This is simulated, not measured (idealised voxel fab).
This section sets out a process module, namely voxel self aligned contacts.
Cross-section cut: width 190 nm, square cells of 5 nm.
Cross-section, as written here: a square-cell grid given band by band from the top down, where a band holds one or more rows of cells. The entry gives the band's vertical extent as a top height and a bottom height in nm, then its horizontal make-up as materials from left to right, each with a width in nm. "air" stands for empty space; a single material marked "edge to edge" fills the band edge to edge. Heights are expressed relative to 0, this being the level below which the as-received wafer comprises one material exclusively. The lowest band is unbounded in the downward direction and is denoted as in "0 down". A width given as "30..40" starts at the first number in the band's top row and ends at the second number in its bottom row, shifting by an equal amount at every step from row to row. For the purposes of this document, the phrase "remained the same" attached to a step denotes that no cell within the cross-section was modified by that step. Look at "Enclosed cavity list" for the closed voids: empty spaces with no open path to the top, sized 8 cells or up. Each is width x height at distance, distance from the left edge, all nm. Past the settings on a step's line: simulator remark, on that step. Each step line may optionally specify "overlay nm", which for a step with a mask gives the rightward distance between the mask's planned place and where it lay, a negative value indicating the leftward direction.

The following list gives the planned process steps:
| 1 | op RECEIVE | material Si |
| 2 | op OXIDIZE | depth nm 5 |
| 3 | op DIRECTIONAL_DEP | material polySi | thk nm 25 |
| 4 | op DIRECTIONAL_DEP | material SiN | thk nm 25 |
| 5 | op PATTERN | tone cover | mask id GATE | material resist | width nm 35 | pitch nm 80 | thk nm 20 | overlay nm 0 |
| 6 | op DIRECTIONAL_ETCH | etch materials SiN | depth nm 25 |
| 7 | op DIRECTIONAL_ETCH | etch materials polySi | depth nm 25 |
| 8 | op STRIP | etch materials resist |
| 9 | op CONFORMAL_DEP | material SiN | thk nm 10 |
| 10 | op DIRECTIONAL_ETCH | etch materials SiN | depth nm 10 |
| 11 | op FILL_DEP | material SiO2 | thk nm 10 |
| 12 | op CMP | height nm 55 |
| 13 | op DIRECTIONAL_DEP | material aC | thk nm 15 |
| 14 | op PATTERN | tone open | mask id CONTACT | material resist | width nm 55 | thk nm 35 | overlay nm 0 |
| 15 | op DIRECTIONAL_ETCH | etch materials aC | depth nm 15 |
| 16 | op STRIP | etch materials resist |
| 17 | op DIRECTIONAL_ETCH | etch materials SiO2 | depth nm 60 |
| 18 | op STRIP | etch materials aC |
| 19 | op CONFORMAL_DEP | material TiN | thk nm 5 |
| 20 | op FILL_DEP | material Ru | thk nm 5 |
| 21 | op CMP | height nm 55 |
| 22 | op CONFORMAL_DEP | material SiN | thk nm 5 |

First of two wafers, with the run carried out as planned:

So this is the incoming wafer in cross-section - it's already been through step 1:
> 0 down | Si edge to edge
> Enclosed cavity list: none

Cross-section of the wafer subsequent to step 2:
> 0 to -5 | SiO2 edge to edge
> Whatever lies below -5 is exactly as it was before.

Cross-section of the wafer subsequent to step 3:
> 25 to 0 | polySi edge to edge
> Whatever lies below 0 is exactly as it was before.

Cross-section of the wafer subsequent to step 4:
> 50 to 25 | SiN edge to edge
> Whatever lies below 25 is exactly as it was before.

Cross-section of the wafer subsequent to step 5:
> 70 to 50 | 35 air | 35 resist | 45 air | 35 resist | 40 air
> Whatever lies below 50 is exactly as it was before.

Cross-section of the wafer subsequent to step 6:
> 70 to 50 | 35 air | 35 resist | 45 air | 35 resist | 40 air
> 50 to 25 | 35 air | 35 SiN | 45 air | 35 SiN | 40 air
> Whatever lies below 25 is exactly as it was before.

Cross-section of the wafer subsequent to step 7:
> 70 to 50 | 35 air | 35 resist | 45 air | 35 resist | 40 air
> 50 to 25 | 35 air | 35 SiN | 45 air | 35 SiN | 40 air
> 25 to 0 | 35 air | 35 polySi | 45 air | 35 polySi | 40 air
> Whatever lies below 0 is exactly as it was before.

Cross-section of the wafer subsequent to step 8:
> 50 to 25 | 35 air | 35 SiN | 45 air | 35 SiN | 40 air
> Whatever lies below 25 is exactly as it was before.

Cross-section of the wafer subsequent to step 9:
> 60 to 25 | 25 air | 55 SiN | 25 air | 55 SiN | 30 air
> 25 to 10 | 25 air | 10 SiN | 35 polySi | 10 SiN | 25 air | 10 SiN | 35 polySi | 10 SiN | 30 air
> 10 to 0 | 35 SiN | 35 polySi | 45 SiN | 35 polySi | 40 SiN
> Whatever lies below 0 is exactly as it was before.

Cross-section of the wafer subsequent to step 10:
> 50 to 25 | 25 air | 55 SiN | 25 air | 55 SiN | 30 air
> 25 to 0 | 25 air | 10 SiN | 35 polySi | 10 SiN | 25 air | 10 SiN | 35 polySi | 10 SiN | 30 air
> Whatever lies below 0 is exactly as it was before.

Cross-section of the wafer subsequent to step 11:
> 60 to 50 | SiO2 edge to edge
> 50 to 25 | 25 SiO2 | 55 SiN | 25 SiO2 | 55 SiN | 30 SiO2
> 25 to 0 | 25 SiO2 | 10 SiN | 35 polySi | 10 SiN | 25 SiO2 | 10 SiN | 35 polySi | 10 SiN | 30 SiO2
> Whatever lies below 0 is exactly as it was before.

Cross-section of the wafer subsequent to step 12:
> 55 to 50 | SiO2 edge to edge
> Whatever lies below 50 is exactly as it was before.

Cross-section of the wafer subsequent to step 13:
> 70 to 55 | aC edge to edge
> Whatever lies below 55 is exactly as it was before.

Cross-section of the wafer subsequent to step 14:
> 105 to 70 | 65 resist | 55 air | 70 resist
> Whatever lies below 70 is exactly as it was before.

Cross-section of the wafer subsequent to step 15:
> 90 to 70 | 65 resist | 55 air | 70 resist
> 70 to 55 | 65 aC | 55 air | 70 aC
> Whatever lies below 55 is exactly as it was before.

Cross-section of the wafer subsequent to step 16:
> 70 to 55 | 65 aC | 55 air | 70 aC
> Whatever lies below 55 is exactly as it was before.

Cross-section of the wafer subsequent to step 17:
> 70 to 55 | 65 aC | 55 air | 70 aC
> 55 to 50 | 65 SiO2 | 55 air | 70 SiO2
> 50 to 25 | 25 SiO2 | 55 SiN | 25 air | 55 SiN | 30 SiO2
> 25 to 0 | 25 SiO2 | 10 SiN | 35 polySi | 10 SiN | 25 air | 10 SiN | 35 polySi | 10 SiN | 30 SiO2
> 0 to -5 | 80 SiO2 | 25 air | 85 SiO2
> Whatever lies below -5 is exactly as it was before.

Cross-section of the wafer subsequent to step 18:
> 55 to 50 | 65 SiO2 | 55 air | 70 SiO2
> Whatever lies below 50 is exactly as it was before.

Cross-section of the wafer subsequent to step 19:
> 60 to 55 | 70 TiN | 45 air | 75 TiN
> 55 to 50 | 65 SiO2 | 20 TiN | 15 air | 20 TiN | 70 SiO2
> 50 to 25 | 25 SiO2 | 55 SiN | 5 TiN | 15 air | 5 TiN | 55 SiN | 30 SiO2
> 25 to 0 | 25 SiO2 | 10 SiN | 35 polySi | 10 SiN | 5 TiN | 15 air | 5 TiN | 10 SiN | 35 polySi | 10 SiN | 30 SiO2
> 0 to -5 | 80 SiO2 | 25 TiN | 85 SiO2
> Whatever lies below -5 is exactly as it was before.

Cross-section of the wafer subsequent to step 20:
> 65 to 60 | Ru edge to edge
> 60 to 55 | 70 TiN | 45 Ru | 75 TiN
> 55 to 50 | 65 SiO2 | 20 TiN | 15 Ru | 20 TiN | 70 SiO2
> 50 to 25 | 25 SiO2 | 55 SiN | 5 TiN | 15 Ru | 5 TiN | 55 SiN | 30 SiO2
> 25 to 0 | 25 SiO2 | 10 SiN | 35 polySi | 10 SiN | 5 TiN | 15 Ru | 5 TiN | 10 SiN | 35 polySi | 10 SiN | 30 SiO2
> Whatever lies below 0 is exactly as it was before.

Cross-section of the wafer subsequent to step 21:
> 55 to 50 | 65 SiO2 | 20 TiN | 15 Ru | 20 TiN | 70 SiO2
> Whatever lies below 50 is exactly as it was before.

Cross-section of the wafer subsequent to step 22:
> 60 to 55 | SiN edge to edge
> Whatever lies below 55 is exactly as it was before.

Wafer two of the pair: same origin, same plan, one error during the run; identical to wafer one up to and including step 5:

X-section, second wafer, when step 6 was due to finish:
> 70 to 50 | 35 air | 35 resist | 45 air | 35 resist | 40 air
> 50 to 35 | 35 air | 35 SiN | 45 air | 35 SiN | 40 air
> Whatever lies below 35 is exactly as it was before.

X-section, second wafer, when step 7 was due to finish: remained the same

X-section, second wafer, when step 8 was due to finish:
> 50 to 35 | 35 air | 35 SiN | 45 air | 35 SiN | 40 air
> Whatever lies below 35 is exactly as it was before.

X-section, second wafer, when step 9 was due to finish:
> 60 to 45 | 25 air | 55 SiN | 25 air | 55 SiN | 30 air
> 45 to 25 | SiN edge to edge
> Whatever lies below 25 is exactly as it was before.

X-section, second wafer, when step 10 was due to finish:
> 50 to 35 | 25 air | 55 SiN | 25 air | 55 SiN | 30 air
> Whatever lies below 35 is exactly as it was before.

X-section, second wafer, when step 11 was due to finish:
> 60 to 50 | SiO2 edge to edge
> 50 to 35 | 25 SiO2 | 55 SiN | 25 SiO2 | 55 SiN | 30 SiO2
> Whatever lies below 35 is exactly as it was before.

X-section, second wafer, when step 12 was due to finish:
> 55 to 50 | SiO2 edge to edge
> Whatever lies below 50 is exactly as it was before.

X-section, second wafer, when step 13 was due to finish:
> 70 to 55 | aC edge to edge
> Whatever lies below 55 is exactly as it was before.

X-section, second wafer, when step 14 was due to finish:
> 105 to 70 | 65 resist | 55 air | 70 resist
> Whatever lies below 70 is exactly as it was before.

X-section, second wafer, when step 15 was due to finish:
> 90 to 70 | 65 resist | 55 air | 70 resist
> 70 to 55 | 65 aC | 55 air | 70 aC
> Whatever lies below 55 is exactly as it was before.

X-section, second wafer, when step 16 was due to finish:
> 70 to 55 | 65 aC | 55 air | 70 aC
> Whatever lies below 55 is exactly as it was before.

X-section, second wafer, when step 17 was due to finish:
> 70 to 55 | 65 aC | 55 air | 70 aC
> 55 to 50 | 65 SiO2 | 55 air | 70 SiO2
> 50 to 35 | 25 SiO2 | 55 SiN | 25 air | 55 SiN | 30 SiO2
> Whatever lies below 35 is exactly as it was before.

X-section, second wafer, when step 18 was due to finish:
> 55 to 50 | 65 SiO2 | 55 air | 70 SiO2
> Whatever lies below 50 is exactly as it was before.

X-section, second wafer, when step 19 was due to finish:
> 60 to 55 | 70 TiN | 45 air | 75 TiN
> 55 to 50 | 65 SiO2 | 20 TiN | 15 air | 20 TiN | 70 SiO2
> 50 to 40 | 25 SiO2 | 55 SiN | 5 TiN | 15 air | 5 TiN | 55 SiN | 30 SiO2
> 40 to 35 | 25 SiO2 | 55 SiN | 25 TiN | 55 SiN | 30 SiO2
> Whatever lies below 35 is exactly as it was before.

X-section, second wafer, when step 20 was due to finish:
> 65 to 60 | Ru edge to edge
> 60 to 55 | 70 TiN | 45 Ru | 75 TiN
> 55 to 50 | 65 SiO2 | 20 TiN | 15 Ru | 20 TiN | 70 SiO2
> 50 to 40 | 25 SiO2 | 55 SiN | 5 TiN | 15 Ru | 5 TiN | 55 SiN | 30 SiO2
> Whatever lies below 40 is exactly as it was before.

X-section, second wafer, when step 21 was due to finish:
> 55 to 50 | 65 SiO2 | 20 TiN | 15 Ru | 20 TiN | 70 SiO2
> Whatever lies below 50 is exactly as it was before.

X-section, second wafer, when step 22 was due to finish:
> 60 to 55 | SiN edge to edge
> Whatever lies below 55 is exactly as it was before.
Processing error: step 6 was not run as planned; what actually ran was op DIRECTIONAL_ETCH | etch materials SiN | depth nm 15
Heads up, by the end the second wafer has more or fewer cells of some materials compared to the first: Ru: 24 fewer; SiN: 8 fewer; SiO2: 72 fewer; TiN: 16 fewer; polySi: 120 more
